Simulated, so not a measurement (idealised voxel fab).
process module | voxel tone inversion
cross-section cut | 275 nm wide | cells 5 nm
A cross-section is a grid of square cells, given in bands from the top down. A band is one or more rows of cells.
Each band's line starts with the height of the band's top and of its bottom, in nm. Then come its materials from left to right, each with its width in nm. One material with "throughout" fills the band from edge to edge. "air" is empty space.
Height 0 is the level under which the wafer as received is all one material. The lowest band goes on downwards, as in "0 down".
A width such as "30 to 40" changes by the same amount from each row of cells to the next, from the band's top row to its bottom row.
"no change" after a step means that no cell of the cross-section changed.
closed voids: empty space of 8 cells or more with no open way to the top, each as width x height at its distance from the left edge, in nm
after a step's settings: what the simulator itself notes on the step
overlay nm, on a step with a mask: how far to the right of its planned place the mask lay; to the left if negative
plan
1 op RECEIVE | material Si
2 op CONFORMAL_DEP | material SiN | thk nm 10
3 op DIRECTIONAL_DEP | material polySi | thk nm 20
4 op PATTERN | tone cover | mask id POSTS | material resist | width nm 25 | pitch nm 40 | thk nm 30 | overlay nm 0
5 op DIRECTIONAL_ETCH | etch materials polySi | depth nm 20
6 op STRIP | etch materials resist
7 op FILL_DEP | material lowk | thk nm 5
8 op CMP | height nm 30
9 op STRIP | etch materials polySi
as received, after step 1
  0 down: Si throughout
  closed voids: none
first wafer at the end, as planned
  30 to 10: lowk 85 | air 25 | lowk 15 | air 25 | lowk 15 | air 25 | lowk 85
  10 to 0: SiN throughout
  0 down: Si throughout
  closed voids: none
second wafer at the end: like start, like plan, one mistake
  30 to 10: lowk 95 | air 25 | lowk 15 | air 25 | lowk 15 | air 25 | lowk 75
  10 to 0: SiN throughout
  0 down: Si throughout
  closed voids: none
what went wrong: step 4 ran as: op PATTERN | tone cover | mask id POSTS | material resist | width nm 25 | pitch nm 40 | thk nm 30 | overlay nm 10
at the end the second wafer has, in cells: as many of each material as the first, in other places
